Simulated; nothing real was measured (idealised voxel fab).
process module | voxel wiring stack
cross-section cut | 280 nm wide | cells 5 nm
A cross-section is a grid of square cells, given in bands from the top down. A band is one or more rows of cells.
Each band's line starts with the height of the band's top and of its bottom, in nm. Then come its materials from left to right, each with its width in nm. One material with "throughout" fills the band from edge to edge. "air" is empty space.
Height 0 is the level under which the wafer as received is all one material. The lowest band goes on downwards, as in "0 down".
A width such as "30 to 40" changes by the same amount from each row of cells to the next, from the band's top row to its bottom row.
"no change" after a step means that no cell of the cross-section changed.
closed voids: empty space of 8 cells or more with no open way to the top, each as width x height at its distance from the left edge, in nm
after a step's settings: what the simulator itself notes on the step
overlay nm, on a step with a mask: how far to the right of its planned place the mask lay; to the left if negative
plan
1 op RECEIVE | material Si
2 op CONFORMAL_DEP | material SiO2 | thk nm 10
3 op DIRECTIONAL_DEP | material TiN | thk nm 5
4 op DIRECTIONAL_DEP | material W | thk nm 15
5 op MASKED_ETCH | tone cover | mask id METAL_1 | width nm 20 | pitch nm 40 | etch materials W | depth nm 15 | overlay nm 0
6 op MASKED_ETCH | tone cover | mask id METAL_1 | width nm 20 | pitch nm 40 | etch materials TiN | depth nm 5 | overlay nm 0
7 op CONFORMAL_DEP | material SiCN | thk nm 5
8 op FILL_DEP | material lowk | thk nm 5
9 op CMP | height nm 30
10 op CONFORMAL_DEP | material SiCN | thk nm 5
11 op DIRECTIONAL_DEP | material lowk | thk nm 25
12 op DIRECTIONAL_DEP | material aC | thk nm 10
13 op PATTERN | tone open | mask id METAL_2_HOLES | material resist | width nm 15 | pitch nm 80 | thk nm 30 | overlay nm 0
14 op DIRECTIONAL_ETCH | etch materials aC | depth nm 10
15 op STRIP | etch materials resist
16 op DIRECTIONAL_ETCH | etch materials lowk | depth nm 25
17 op STRIP | etch materials aC
18 op PATTERN | tone open | mask id METAL_2 | material resist | width nm 20 | pitch nm 40 | thk nm 15 | overlay nm 0
19 op DIRECTIONAL_ETCH | etch materials lowk | depth nm 15
20 op DIRECTIONAL_ETCH | etch materials SiCN | depth nm 5
21 op STRIP | etch materials resist
22 op CONFORMAL_DEP | material TiN | thk nm 5
23 op FILL_DEP | material Ru | thk nm 10
24 op CMP | height nm 60
25 op CONFORMAL_DEP | material SiCN | thk nm 5
as received, after step 1
  0 down: Si throughout
  closed voids: none
a wafer at the end: this start, this plan, one mistake
  65 to 60: SiCN throughout
  60 to 50: lowk 70 | TiN 5 | aC 10 | TiN 5 | lowk 20 | TiN 5 | aC 10 | TiN 5 | lowk 20 | TiN 5 | aC 10 | TiN 5 | lowk 20 | TiN 5 | aC 10 | TiN 5 | lowk 70
  50 to 45: lowk 70 | TiN 5 | aC 5 | TiN 10 | lowk 20 | TiN 20 | lowk 20 | TiN 5 | aC 5 | TiN 10 | lowk 20 | TiN 20 | lowk 70
  45 to 35: lowk 70 | TiN 5 | aC 5 | TiN 5 | lowk 65 | TiN 5 | aC 5 | TiN 5 | lowk 115
  35 to 30: SiCN 70 | TiN 15 | SiCN 65 | TiN 15 | SiCN 115
  30 to 15: lowk 65 | SiCN 5 | W 20 | SiCN 5 | lowk 10 | SiCN 5 | W 20 | SiCN 5 | lowk 10 | SiCN 5 | W 20 | SiCN 5 | lowk 10 | SiCN 5 | W 20 | SiCN 5 | lowk 65
  15 to 10: SiCN 70 | TiN 20 | SiCN 20 | TiN 20 | SiCN 20 | TiN 20 | SiCN 20 | TiN 20 | SiCN 70
  10 to 0: SiO2 throughout
  0 down: Si throughout
  closed voids: none
what went wrong: step 23 ran as: op FILL_DEP | material aC | thk nm 10
